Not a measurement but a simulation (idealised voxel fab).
The following process module bears the name voxel wiring stack.
Shown is cross-section cut, with a width of 205 nm and square cells of size 5 nm.
A cross-section is a grid of square cells, given in bands from the top down. A band is one or more rows of cells.
Top height, bottom height, nm. Materials left to right, width each, nm. Single material + "all across" = fills band edge to edge. "air" = empty.
The reference from which all heights are counted is 0, the level beneath which the as-received wafer is entirely one material; the lowest band, having no lower bound, proceeds downward and is written after the example "0 nm and below".
Quick explanation for "30 to 40": the width changes in equal steps down the rows of cells, from the first number in the band's top row to the second number in its bottom row.
"same as before" after a step means that no cell of the cross-section changed.
The entry titled "Voids, fully enclosed" provides the empty spaces that have no open way to the top, restricted to those of 8 cells or more. Each is presented as width x height at distance, the distance being measured from the left edge, with all three in nm.
If you see something after the settings on a step's line, that's the simulator's own remark about that step.
The "overlay nm" setting may appear on a step's line; for a step that uses a mask, it gives how far to the right of its planned position the mask lay, and a negative value indicates the left.

Here's what the planned process steps look like:
1 RECEIVE,material Si
2 CONFORMAL_DEP,material SiO2,thk nm 10
3 CONFORMAL_DEP,material SiCN,thk nm 5
4 DIRECTIONAL_DEP,material lowk,thk nm 25
5 DIRECTIONAL_DEP,material aC,thk nm 15
6 PATTERN,tone open,mask id METAL_1,material resist,width nm 20,pitch nm 45,thk nm 35,overlay nm 0
7 DIRECTIONAL_ETCH,etch materials aC,depth nm 15
8 STRIP,etch materials resist
9 DIRECTIONAL_ETCH,etch materials lowk,depth nm 25
10 DIRECTIONAL_ETCH,etch materials SiCN,depth nm 5
11 STRIP,etch materials aC
12 CONFORMAL_DEP,material TiN,thk nm 5
13 FILL_DEP,material Ru,thk nm 5
14 CMP,height nm 40
15 CONFORMAL_DEP,material SiCN,thk nm 5
16 DIRECTIONAL_DEP,material lowk,thk nm 15
17 DIRECTIONAL_DEP,material aC,thk nm 10
18 PATTERN,tone open,mask id PLUG_1,material resist,width nm 15,thk nm 25,overlay nm 0
19 DIRECTIONAL_ETCH,etch materials aC,depth nm 10
20 STRIP,etch materials resist
21 DIRECTIONAL_ETCH,etch materials lowk,depth nm 15
22 DIRECTIONAL_ETCH,etch materials SiCN,depth nm 5
23 STRIP,etch materials aC
24 CONFORMAL_DEP,material TiN,thk nm 5
25 FILL_DEP,material Ru,thk nm 10
26 CMP,height nm 60
27 DIRECTIONAL_DEP,material TiN,thk nm 5
28 DIRECTIONAL_DEP,material Ru,thk nm 20
29 DIRECTIONAL_DEP,material aC,thk nm 10
30 PATTERN,tone cover,mask id METAL_2,material resist,width nm 20,pitch nm 45,thk nm 25,overlay nm 0
31 DIRECTIONAL_ETCH,etch materials aC,depth nm 10
32 STRIP,etch materials resist
33 DIRECTIONAL_ETCH,etch materials Ru,depth nm 20
34 DIRECTIONAL_ETCH,etch materials TiN,depth nm 5
35 STRIP,etch materials aC
36 CONFORMAL_DEP,material SiCN,thk nm 5
37 FILL_DEP,material lowk,thk nm 5
38 CMP,height nm 85
39 CONFORMAL_DEP,material SiCN,thk nm 5
40 DIRECTIONAL_DEP,material lowk,thk nm 10
41 PATTERN,tone open,mask id PLUG_2,material resist,width nm 15,pitch nm 45,thk nm 15,overlay nm 0
42 DIRECTIONAL_ETCH,etch materials lowk,depth nm 10
43 DIRECTIONAL_ETCH,etch materials SiCN,depth nm 5
44 STRIP,etch materials resist
45 CONFORMAL_DEP,material TiN,thk nm 5
46 FILL_DEP,material Cu,thk nm 5
47 CMP,height nm 100
48 DIRECTIONAL_DEP,material TiN,thk nm 5
49 DIRECTIONAL_DEP,material Ru,thk nm 15
50 DIRECTIONAL_DEP,material aC,thk nm 15
51 PATTERN,tone cover,mask id METAL_3,material resist,width nm 20,pitch nm 45,thk nm 30,overlay nm 0
52 DIRECTIONAL_ETCH,etch materials aC,depth nm 15
53 STRIP,etch materials resist
54 DIRECTIONAL_ETCH,etch materials Ru,depth nm 15
55 DIRECTIONAL_ETCH,etch materials TiN,depth nm 5
56 STRIP,etch materials aC
57 FILL_DEP,material lowk,thk nm 5
58 CMP,height nm 120
59 CONFORMAL_DEP,material SiN,thk nm 5

Run as planned: first of two wafers:

As-received state of the wafer in cross-section, equivalent to post-step 1:
	0 nm and below: Si all across
	Voids, fully enclosed: none

Once step 2 is through, the wafer looks like this in cross-section:
	10 nm to 0 nm: SiO2 all across
	below 0: unchanged

Once step 3 is through, the wafer looks like this in cross-section:
	15 nm to 10 nm: SiCN all across
	below 10: unchanged

Once step 4 is through, the wafer looks like this in cross-section:
	40 nm to 15 nm: lowk all across
	below 15: unchanged

Once step 5 is through, the wafer looks like this in cross-section:
	55 nm to 40 nm: aC all across
	below 40: unchanged

Once step 6 is through, the wafer looks like this in cross-section:
	90 nm to 55 nm: resist 70 nm / air 20 nm / resist 25 nm / air 20 nm / resist 70 nm
	below 55: unchanged

Once step 7 is through, the wafer looks like this in cross-section:
	75 nm to 55 nm: resist 70 nm / air 20 nm / resist 25 nm / air 20 nm / resist 70 nm
	55 nm to 40 nm: aC 70 nm / air 20 nm / aC 25 nm / air 20 nm / aC 70 nm
	below 40: unchanged

Once step 8 is through, the wafer looks like this in cross-section:
	55 nm to 40 nm: aC 70 nm / air 20 nm / aC 25 nm / air 20 nm / aC 70 nm
	below 40: unchanged

Once step 9 is through, the wafer looks like this in cross-section:
	55 nm to 40 nm: aC 70 nm / air 20 nm / aC 25 nm / air 20 nm / aC 70 nm
	40 nm to 15 nm: lowk 70 nm / air 20 nm / lowk 25 nm / air 20 nm / lowk 70 nm
	below 15: unchanged

Once step 10 is through, the wafer looks like this in cross-section:
	55 nm to 40 nm: aC 70 nm / air 20 nm / aC 25 nm / air 20 nm / aC 70 nm
	40 nm to 15 nm: lowk 70 nm / air 20 nm / lowk 25 nm / air 20 nm / lowk 70 nm
	15 nm to 10 nm: SiCN 70 nm / air 20 nm / SiCN 25 nm / air 20 nm / SiCN 70 nm
	below 10: unchanged

Once step 11 is through, the wafer looks like this in cross-section:
	40 nm to 15 nm: lowk 70 nm / air 20 nm / lowk 25 nm / air 20 nm / lowk 70 nm
	below 15: unchanged

Once step 12 is through, the wafer looks like this in cross-section:
	45 nm to 40 nm: TiN 75 nm / air 10 nm / TiN 35 nm / air 10 nm / TiN 75 nm
	40 nm to 15 nm: lowk 70 nm / TiN 5 nm / air 10 nm / TiN 5 nm / lowk 25 nm / TiN 5 nm / air 10 nm / TiN 5 nm / lowk 70 nm
	15 nm to 10 nm: SiCN 70 nm / TiN 20 nm / SiCN 25 nm / TiN 20 nm / SiCN 70 nm
	below 10: unchanged

Once step 13 is through, the wafer looks like this in cross-section:
	50 nm to 45 nm: Ru all across
	45 nm to 40 nm: TiN 75 nm / Ru 10 nm / TiN 35 nm / Ru 10 nm / TiN 75 nm
	40 nm to 15 nm: lowk 70 nm / TiN 5 nm / Ru 10 nm / TiN 5 nm / lowk 25 nm / TiN 5 nm / Ru 10 nm / TiN 5 nm / lowk 70 nm
	below 15: unchanged

Once step 14 is through, the wafer looks like this in cross-section:
	40 nm to 15 nm: lowk 70 nm / TiN 5 nm / Ru 10 nm / TiN 5 nm / lowk 25 nm / TiN 5 nm / Ru 10 nm / TiN 5 nm / lowk 70 nm
	below 15: unchanged

Once step 15 is through, the wafer looks like this in cross-section:
	45 nm to 40 nm: SiCN all across
	below 40: unchanged

Once step 16 is through, the wafer looks like this in cross-section:
	60 nm to 45 nm: lowk all across
	below 45: unchanged

Once step 17 is through, the wafer looks like this in cross-section:
	70 nm to 60 nm: aC all across
	below 60: unchanged

Once step 18 is through, the wafer looks like this in cross-section:
	95 nm to 70 nm: resist 70 nm / air 15 nm / resist 120 nm
	below 70: unchanged

Once step 19 is through, the wafer looks like this in cross-section:
	85 nm to 70 nm: resist 70 nm / air 15 nm / resist 120 nm
	70 nm to 60 nm: aC 70 nm / air 15 nm / aC 120 nm
	below 60: unchanged

Once step 20 is through, the wafer looks like this in cross-section:
	70 nm to 60 nm: aC 70 nm / air 15 nm / aC 120 nm
	below 60: unchanged

Once step 21 is through, the wafer looks like this in cross-section:
	70 nm to 60 nm: aC 70 nm / air 15 nm / aC 120 nm
	60 nm to 45 nm: lowk 70 nm / air 15 nm / lowk 120 nm
	below 45: unchanged

Once step 22 is through, the wafer looks like this in cross-section:
	70 nm to 60 nm: aC 70 nm / air 15 nm / aC 120 nm
	60 nm to 45 nm: lowk 70 nm / air 15 nm / lowk 120 nm
	45 nm to 40 nm: SiCN 70 nm / air 15 nm / SiCN 120 nm
	below 40: unchanged

Once step 23 is through, the wafer looks like this in cross-section:
	60 nm to 45 nm: lowk 70 nm / air 15 nm / lowk 120 nm
	below 45: unchanged

Once step 24 is through, the wafer looks like this in cross-section:
	65 nm to 60 nm: TiN 75 nm / air 5 nm / TiN 125 nm
	60 nm to 45 nm: lowk 70 nm / TiN 5 nm / air 5 nm / TiN 5 nm / lowk 120 nm
	45 nm to 40 nm: SiCN 70 nm / TiN 15 nm / SiCN 120 nm
	below 40: unchanged

Once step 25 is through, the wafer looks like this in cross-section:
	75 nm to 65 nm: Ru all across
	65 nm to 60 nm: TiN 75 nm / Ru 5 nm / TiN 125 nm
	60 nm to 45 nm: lowk 70 nm / TiN 5 nm / Ru 5 nm / TiN 5 nm / lowk 120 nm
	below 45: unchanged

Once step 26 is through, the wafer looks like this in cross-section:
	60 nm to 45 nm: lowk 70 nm / TiN 5 nm / Ru 5 nm / TiN 5 nm / lowk 120 nm
	below 45: unchanged

Once step 27 is through, the wafer looks like this in cross-section:
	65 nm to 60 nm: TiN all across
	below 60: unchanged

Once step 28 is through, the wafer looks like this in cross-section:
	85 nm to 65 nm: Ru all across
	below 65: unchanged

Once step 29 is through, the wafer looks like this in cross-section:
	95 nm to 85 nm: aC all across
	below 85: unchanged

Once step 30 is through, the wafer looks like this in cross-section:
	120 nm to 95 nm: air 70 nm / resist 20 nm / air 25 nm / resist 20 nm / air 70 nm
	below 95: unchanged

Once step 31 is through, the wafer looks like this in cross-section:
	110 nm to 95 nm: air 70 nm / resist 20 nm / air 25 nm / resist 20 nm / air 70 nm
	95 nm to 85 nm: air 70 nm / aC 20 nm / air 25 nm / aC 20 nm / air 70 nm
	below 85: unchanged

Once step 32 is through, the wafer looks like this in cross-section:
	95 nm to 85 nm: air 70 nm / aC 20 nm / air 25 nm / aC 20 nm / air 70 nm
	below 85: unchanged

Once step 33 is through, the wafer looks like this in cross-section:
	95 nm to 85 nm: air 70 nm / aC 20 nm / air 25 nm / aC 20 nm / air 70 nm
	85 nm to 65 nm: air 70 nm / Ru 20 nm / air 25 nm / Ru 20 nm / air 70 nm
	below 65: unchanged

Once step 34 is through, the wafer looks like this in cross-section:
	95 nm to 85 nm: air 70 nm / aC 20 nm / air 25 nm / aC 20 nm / air 70 nm
	85 nm to 65 nm: air 70 nm / Ru 20 nm / air 25 nm / Ru 20 nm / air 70 nm
	65 nm to 60 nm: air 70 nm / TiN 20 nm / air 25 nm / TiN 20 nm / air 70 nm
	below 60: unchanged

Once step 35 is through, the wafer looks like this in cross-section:
	85 nm to 65 nm: air 70 nm / Ru 20 nm / air 25 nm / Ru 20 nm / air 70 nm
	below 65: unchanged

Once step 36 is through, the wafer looks like this in cross-section:
	90 nm to 85 nm: air 65 nm / SiCN 30 nm / air 15 nm / SiCN 30 nm / air 65 nm
	85 nm to 65 nm: air 65 nm / SiCN 5 nm / Ru 20 nm / SiCN 5 nm / air 15 nm / SiCN 5 nm / Ru 20 nm / SiCN 5 nm / air 65 nm
	65 nm to 60 nm: SiCN 70 nm / TiN 20 nm / SiCN 25 nm / TiN 20 nm / SiCN 70 nm
	below 60: unchanged

Once step 37 is through, the wafer looks like this in cross-section:
	95 nm to 90 nm: lowk all across
	90 nm to 85 nm: lowk 65 nm / SiCN 30 nm / lowk 15 nm / SiCN 30 nm / lowk 65 nm
	85 nm to 65 nm: lowk 65 nm / SiCN 5 nm / Ru 20 nm / SiCN 5 nm / lowk 15 nm / SiCN 5 nm / Ru 20 nm / SiCN 5 nm / lowk 65 nm
	below 65: unchanged

Once step 38 is through, the wafer looks like this in cross-section:
	85 nm to 65 nm: lowk 65 nm / SiCN 5 nm / Ru 20 nm / SiCN 5 nm / lowk 15 nm / SiCN 5 nm / Ru 20 nm / SiCN 5 nm / lowk 65 nm
	below 65: unchanged

Once step 39 is through, the wafer looks like this in cross-section:
	90 nm to 85 nm: SiCN all across
	below 85: unchanged

Once step 40 is through, the wafer looks like this in cross-section:
	100 nm to 90 nm: lowk all across
	below 90: unchanged

Once step 41 is through, the wafer looks like this in cross-section:
	115 nm to 100 nm: resist 70 nm / air 15 nm / resist 30 nm / air 15 nm / resist 75 nm
	below 100: unchanged

Once step 42 is through, the wafer looks like this in cross-section:
	115 nm to 100 nm: resist 70 nm / air 15 nm / resist 30 nm / air 15 nm / resist 75 nm
	100 nm to 90 nm: lowk 70 nm / air 15 nm / lowk 30 nm / air 15 nm / lowk 75 nm
	below 90: unchanged

Once step 43 is through, the wafer looks like this in cross-section:
	115 nm to 100 nm: resist 70 nm / air 15 nm / resist 30 nm / air 15 nm / resist 75 nm
	100 nm to 90 nm: lowk 70 nm / air 15 nm / lowk 30 nm / air 15 nm / lowk 75 nm
	90 nm to 85 nm: SiCN 70 nm / air 15 nm / SiCN 30 nm / air 15 nm / SiCN 75 nm
	below 85: unchanged

Once step 44 is through, the wafer looks like this in cross-section:
	100 nm to 90 nm: lowk 70 nm / air 15 nm / lowk 30 nm / air 15 nm / lowk 75 nm
	below 90: unchanged

Once step 45 is through, the wafer looks like this in cross-section:
	105 nm to 100 nm: TiN 75 nm / air 5 nm / TiN 40 nm / air 5 nm / TiN 80 nm
	100 nm to 90 nm: lowk 70 nm / TiN 5 nm / air 5 nm / TiN 5 nm / lowk 30 nm / TiN 5 nm / air 5 nm / TiN 5 nm / lowk 75 nm
	90 nm to 85 nm: SiCN 70 nm / TiN 15 nm / SiCN 30 nm / TiN 15 nm / SiCN 75 nm
	below 85: unchanged

Once step 46 is through, the wafer looks like this in cross-section:
	110 nm to 105 nm: Cu all across
	105 nm to 100 nm: TiN 75 nm / Cu 5 nm / TiN 40 nm / Cu 5 nm / TiN 80 nm
	100 nm to 90 nm: lowk 70 nm / TiN 5 nm / Cu 5 nm / TiN 5 nm / lowk 30 nm / TiN 5 nm / Cu 5 nm / TiN 5 nm / lowk 75 nm
	below 90: unchanged

Once step 47 is through, the wafer looks like this in cross-section:
	100 nm to 90 nm: lowk 70 nm / TiN 5 nm / Cu 5 nm / TiN 5 nm / lowk 30 nm / TiN 5 nm / Cu 5 nm / TiN 5 nm / lowk 75 nm
	below 90: unchanged

Once step 48 is through, the wafer looks like this in cross-section:
	105 nm to 100 nm: TiN all across
	below 100: unchanged

Once step 49 is through, the wafer looks like this in cross-section:
	120 nm to 105 nm: Ru all across
	below 105: unchanged

Once step 50 is through, the wafer looks like this in cross-section:
	135 nm to 120 nm: aC all across
	below 120: unchanged

Once step 51 is through, the wafer looks like this in cross-section:
	165 nm to 135 nm: air 70 nm / resist 20 nm / air 25 nm / resist 20 nm / air 70 nm
	below 135: unchanged

Once step 52 is through, the wafer looks like this in cross-section:
	150 nm to 135 nm: air 70 nm / resist 20 nm / air 25 nm / resist 20 nm / air 70 nm
	135 nm to 120 nm: air 70 nm / aC 20 nm / air 25 nm / aC 20 nm / air 70 nm
	below 120: unchanged

Once step 53 is through, the wafer looks like this in cross-section:
	135 nm to 120 nm: air 70 nm / aC 20 nm / air 25 nm / aC 20 nm / air 70 nm
	below 120: unchanged

Once step 54 is through, the wafer looks like this in cross-section:
	135 nm to 120 nm: air 70 nm / aC 20 nm / air 25 nm / aC 20 nm / air 70 nm
	120 nm to 105 nm: air 70 nm / Ru 20 nm / air 25 nm / Ru 20 nm / air 70 nm
	below 105: unchanged

Once step 55 is through, the wafer looks like this in cross-section:
	135 nm to 120 nm: air 70 nm / aC 20 nm / air 25 nm / aC 20 nm / air 70 nm
	120 nm to 105 nm: air 70 nm / Ru 20 nm / air 25 nm / Ru 20 nm / air 70 nm
	105 nm to 100 nm: air 70 nm / TiN 20 nm / air 25 nm / TiN 20 nm / air 70 nm
	below 100: unchanged

Once step 56 is through, the wafer looks like this in cross-section:
	120 nm to 105 nm: air 70 nm / Ru 20 nm / air 25 nm / Ru 20 nm / air 70 nm
	below 105: unchanged

Once step 57 is through, the wafer looks like this in cross-section:
	125 nm to 120 nm: lowk all across
	120 nm to 105 nm: lowk 70 nm / Ru 20 nm / lowk 25 nm / Ru 20 nm / lowk 70 nm
	105 nm to 100 nm: lowk 70 nm / TiN 20 nm / lowk 25 nm / TiN 20 nm / lowk 70 nm
	below 100: unchanged

Once step 58 is through, the wafer looks like this in cross-section:
	120 nm to 105 nm: lowk 70 nm / Ru 20 nm / lowk 25 nm / Ru 20 nm / lowk 70 nm
	below 105: unchanged

Once step 59 is through, the wafer looks like this in cross-section:
	125 nm to 120 nm: SiN all across
	below 120: unchanged

Companion wafer, the second of two: same beginning, same intended sequence, one mistake in carrying it out; through step 11 inclusive it tracks the first exactly:

Cross-sectional view of the second wafer at the intended end time of process step 12:
	45 nm to 15 nm: lowk 75 nm / air 10 nm / lowk 35 nm / air 10 nm / lowk 75 nm
	15 nm to 10 nm: SiCN 70 nm / lowk 20 nm / SiCN 25 nm / lowk 20 nm / SiCN 70 nm
	below 10: unchanged

Cross-sectional view of the second wafer at the intended end time of process step 13:
	50 nm to 45 nm: Ru all across
	45 nm to 15 nm: lowk 75 nm / Ru 10 nm / lowk 35 nm / Ru 10 nm / lowk 75 nm
	below 15: unchanged

Cross-sectional view of the second wafer at the intended end time of process step 14:
	40 nm to 15 nm: lowk 75 nm / Ru 10 nm / lowk 35 nm / Ru 10 nm / lowk 75 nm
	below 15: unchanged

Cross-sectional view of the second wafer at the intended end time of process step 15:
	45 nm to 40 nm: SiCN all across
	below 40: unchanged

Cross-sectional view of the second wafer at the intended end time of process step 16:
	60 nm to 45 nm: lowk all across
	below 45: unchanged

Cross-sectional view of the second wafer at the intended end time of process step 17:
	70 nm to 60 nm: aC all across
	below 60: unchanged

Cross-sectional view of the second wafer at the intended end time of process step 18:
	95 nm to 70 nm: resist 70 nm / air 15 nm / resist 120 nm
	below 70: unchanged

Cross-sectional view of the second wafer at the intended end time of process step 19:
	85 nm to 70 nm: resist 70 nm / air 15 nm / resist 120 nm
	70 nm to 60 nm: aC 70 nm / air 15 nm / aC 120 nm
	below 60: unchanged

Cross-sectional view of the second wafer at the intended end time of process step 20:
	70 nm to 60 nm: aC 70 nm / air 15 nm / aC 120 nm
	below 60: unchanged

Cross-sectional view of the second wafer at the intended end time of process step 21:
	70 nm to 60 nm: aC 70 nm / air 15 nm / aC 120 nm
	60 nm to 45 nm: lowk 70 nm / air 15 nm / lowk 120 nm
	below 45: unchanged

Cross-sectional view of the second wafer at the intended end time of process step 22:
	70 nm to 60 nm: aC 70 nm / air 15 nm / aC 120 nm
	60 nm to 45 nm: lowk 70 nm / air 15 nm / lowk 120 nm
	45 nm to 40 nm: SiCN 70 nm / air 15 nm / SiCN 120 nm
	below 40: unchanged

Cross-sectional view of the second wafer at the intended end time of process step 23:
	60 nm to 45 nm: lowk 70 nm / air 15 nm / lowk 120 nm
	below 45: unchanged

Cross-sectional view of the second wafer at the intended end time of process step 24:
	65 nm to 60 nm: TiN 75 nm / air 5 nm / TiN 125 nm
	60 nm to 45 nm: lowk 70 nm / TiN 5 nm / air 5 nm / TiN 5 nm / lowk 120 nm
	45 nm to 40 nm: SiCN 70 nm / TiN 15 nm / SiCN 120 nm
	below 40: unchanged

Cross-sectional view of the second wafer at the intended end time of process step 25:
	75 nm to 65 nm: Ru all across
	65 nm to 60 nm: TiN 75 nm / Ru 5 nm / TiN 125 nm
	60 nm to 45 nm: lowk 70 nm / TiN 5 nm / Ru 5 nm / TiN 5 nm / lowk 120 nm
	below 45: unchanged

Cross-sectional view of the second wafer at the intended end time of process step 26:
	60 nm to 45 nm: lowk 70 nm / TiN 5 nm / Ru 5 nm / TiN 5 nm / lowk 120 nm
	below 45: unchanged

Cross-sectional view of the second wafer at the intended end time of process step 27:
	65 nm to 60 nm: TiN all across
	below 60: unchanged

Cross-sectional view of the second wafer at the intended end time of process step 28:
	85 nm to 65 nm: Ru all across
	below 65: unchanged

Cross-sectional view of the second wafer at the intended end time of process step 29:
	95 nm to 85 nm: aC all across
	below 85: unchanged

Cross-sectional view of the second wafer at the intended end time of process step 30:
	120 nm to 95 nm: air 70 nm / resist 20 nm / air 25 nm / resist 20 nm / air 70 nm
	below 95: unchanged

Cross-sectional view of the second wafer at the intended end time of process step 31:
	110 nm to 95 nm: air 70 nm / resist 20 nm / air 25 nm / resist 20 nm / air 70 nm
	95 nm to 85 nm: air 70 nm / aC 20 nm / air 25 nm / aC 20 nm / air 70 nm
	below 85: unchanged

Cross-sectional view of the second wafer at the intended end time of process step 32:
	95 nm to 85 nm: air 70 nm / aC 20 nm / air 25 nm / aC 20 nm / air 70 nm
	below 85: unchanged

Cross-sectional view of the second wafer at the intended end time of process step 33:
	95 nm to 85 nm: air 70 nm / aC 20 nm / air 25 nm / aC 20 nm / air 70 nm
	85 nm to 65 nm: air 70 nm / Ru 20 nm / air 25 nm / Ru 20 nm / air 70 nm
	below 65: unchanged

Cross-sectional view of the second wafer at the intended end time of process step 34:
	95 nm to 85 nm: air 70 nm / aC 20 nm / air 25 nm / aC 20 nm / air 70 nm
	85 nm to 65 nm: air 70 nm / Ru 20 nm / air 25 nm / Ru 20 nm / air 70 nm
	65 nm to 60 nm: air 70 nm / TiN 20 nm / air 25 nm / TiN 20 nm / air 70 nm
	below 60: unchanged

Cross-sectional view of the second wafer at the intended end time of process step 35:
	85 nm to 65 nm: air 70 nm / Ru 20 nm / air 25 nm / Ru 20 nm / air 70 nm
	below 65: unchanged

Cross-sectional view of the second wafer at the intended end time of process step 36:
	90 nm to 85 nm: air 65 nm / SiCN 30 nm / air 15 nm / SiCN 30 nm / air 65 nm
	85 nm to 65 nm: air 65 nm / SiCN 5 nm / Ru 20 nm / SiCN 5 nm / air 15 nm / SiCN 5 nm / Ru 20 nm / SiCN 5 nm / air 65 nm
	65 nm to 60 nm: SiCN 70 nm / TiN 20 nm / SiCN 25 nm / TiN 20 nm / SiCN 70 nm
	below 60: unchanged

Cross-sectional view of the second wafer at the intended end time of process step 37:
	95 nm to 90 nm: lowk all across
	90 nm to 85 nm: lowk 65 nm / SiCN 30 nm / lowk 15 nm / SiCN 30 nm / lowk 65 nm
	85 nm to 65 nm: lowk 65 nm / SiCN 5 nm / Ru 20 nm / SiCN 5 nm / lowk 15 nm / SiCN 5 nm / Ru 20 nm / SiCN 5 nm / lowk 65 nm
	below 65: unchanged

Cross-sectional view of the second wafer at the intended end time of process step 38:
	85 nm to 65 nm: lowk 65 nm / SiCN 5 nm / Ru 20 nm / SiCN 5 nm / lowk 15 nm / SiCN 5 nm / Ru 20 nm / SiCN 5 nm / lowk 65 nm
	below 65: unchanged

Cross-sectional view of the second wafer at the intended end time of process step 39:
	90 nm to 85 nm: SiCN all across
	below 85: unchanged

Cross-sectional view of the second wafer at the intended end time of process step 40:
	100 nm to 90 nm: lowk all across
	below 90: unchanged

Cross-sectional view of the second wafer at the intended end time of process step 41:
	115 nm to 100 nm: resist 70 nm / air 15 nm / resist 30 nm / air 15 nm / resist 75 nm
	below 100: unchanged

Cross-sectional view of the second wafer at the intended end time of process step 42:
	115 nm to 100 nm: resist 70 nm / air 15 nm / resist 30 nm / air 15 nm / resist 75 nm
	100 nm to 90 nm: lowk 70 nm / air 15 nm / lowk 30 nm / air 15 nm / lowk 75 nm
	below 90: unchanged

Cross-sectional view of the second wafer at the intended end time of process step 43:
	115 nm to 100 nm: resist 70 nm / air 15 nm / resist 30 nm / air 15 nm / resist 75 nm
	100 nm to 90 nm: lowk 70 nm / air 15 nm / lowk 30 nm / air 15 nm / lowk 75 nm
	90 nm to 85 nm: SiCN 70 nm / air 15 nm / SiCN 30 nm / air 15 nm / SiCN 75 nm
	below 85: unchanged

Cross-sectional view of the second wafer at the intended end time of process step 44:
	100 nm to 90 nm: lowk 70 nm / air 15 nm / lowk 30 nm / air 15 nm / lowk 75 nm
	below 90: unchanged

Cross-sectional view of the second wafer at the intended end time of process step 45:
	105 nm to 100 nm: TiN 75 nm / air 5 nm / TiN 40 nm / air 5 nm / TiN 80 nm
	100 nm to 90 nm: lowk 70 nm / TiN 5 nm / air 5 nm / TiN 5 nm / lowk 30 nm / TiN 5 nm / air 5 nm / TiN 5 nm / lowk 75 nm
	90 nm to 85 nm: SiCN 70 nm / TiN 15 nm / SiCN 30 nm / TiN 15 nm / SiCN 75 nm
	below 85: unchanged

Cross-sectional view of the second wafer at the intended end time of process step 46:
	110 nm to 105 nm: Cu all across
	105 nm to 100 nm: TiN 75 nm / Cu 5 nm / TiN 40 nm / Cu 5 nm / TiN 80 nm
	100 nm to 90 nm: lowk 70 nm / TiN 5 nm / Cu 5 nm / TiN 5 nm / lowk 30 nm / TiN 5 nm / Cu 5 nm / TiN 5 nm / lowk 75 nm
	below 90: unchanged

Cross-sectional view of the second wafer at the intended end time of process step 47:
	100 nm to 90 nm: lowk 70 nm / TiN 5 nm / Cu 5 nm / TiN 5 nm / lowk 30 nm / TiN 5 nm / Cu 5 nm / TiN 5 nm / lowk 75 nm
	below 90: unchanged

Cross-sectional view of the second wafer at the intended end time of process step 48:
	105 nm to 100 nm: TiN all across
	below 100: unchanged

Cross-sectional view of the second wafer at the intended end time of process step 49:
	120 nm to 105 nm: Ru all across
	below 105: unchanged

Cross-sectional view of the second wafer at the intended end time of process step 50:
	135 nm to 120 nm: aC all across
	below 120: unchanged

Cross-sectional view of the second wafer at the intended end time of process step 51:
	165 nm to 135 nm: air 70 nm / resist 20 nm / air 25 nm / resist 20 nm / air 70 nm
	below 135: unchanged

Cross-sectional view of the second wafer at the intended end time of process step 52:
	150 nm to 135 nm: air 70 nm / resist 20 nm / air 25 nm / resist 20 nm / air 70 nm
	135 nm to 120 nm: air 70 nm / aC 20 nm / air 25 nm / aC 20 nm / air 70 nm
	below 120: unchanged

Cross-sectional view of the second wafer at the intended end time of process step 53:
	135 nm to 120 nm: air 70 nm / aC 20 nm / air 25 nm / aC 20 nm / air 70 nm
	below 120: unchanged

Cross-sectional view of the second wafer at the intended end time of process step 54:
	135 nm to 120 nm: air 70 nm / aC 20 nm / air 25 nm / aC 20 nm / air 70 nm
	120 nm to 105 nm: air 70 nm / Ru 20 nm / air 25 nm / Ru 20 nm / air 70 nm
	below 105: unchanged

Cross-sectional view of the second wafer at the intended end time of process step 55:
	135 nm to 120 nm: air 70 nm / aC 20 nm / air 25 nm / aC 20 nm / air 70 nm
	120 nm to 105 nm: air 70 nm / Ru 20 nm / air 25 nm / Ru 20 nm / air 70 nm
	105 nm to 100 nm: air 70 nm / TiN 20 nm / air 25 nm / TiN 20 nm / air 70 nm
	below 100: unchanged

Cross-sectional view of the second wafer at the intended end time of process step 56:
	120 nm to 105 nm: air 70 nm / Ru 20 nm / air 25 nm / Ru 20 nm / air 70 nm
	below 105: unchanged

Cross-sectional view of the second wafer at the intended end time of process step 57:
	125 nm to 120 nm: lowk all across
	120 nm to 105 nm: lowk 70 nm / Ru 20 nm / lowk 25 nm / Ru 20 nm / lowk 70 nm
	105 nm to 100 nm: lowk 70 nm / TiN 20 nm / lowk 25 nm / TiN 20 nm / lowk 70 nm
	below 100: unchanged

Cross-sectional view of the second wafer at the intended end time of process step 58:
	120 nm to 105 nm: lowk 70 nm / Ru 20 nm / lowk 25 nm / Ru 20 nm / lowk 70 nm
	below 105: unchanged

Cross-sectional view of the second wafer at the intended end time of process step 59:
	125 nm to 120 nm: SiN all across
	below 120: unchanged
Misprocessing identified: for step 12, the planned setting was not used; the step was instead run as CONFORMAL_DEP,material lowk,thk nm 5
Final wafer comparison in cells, second versus first, more or fewer per material: -28 TiN; +28 lowk
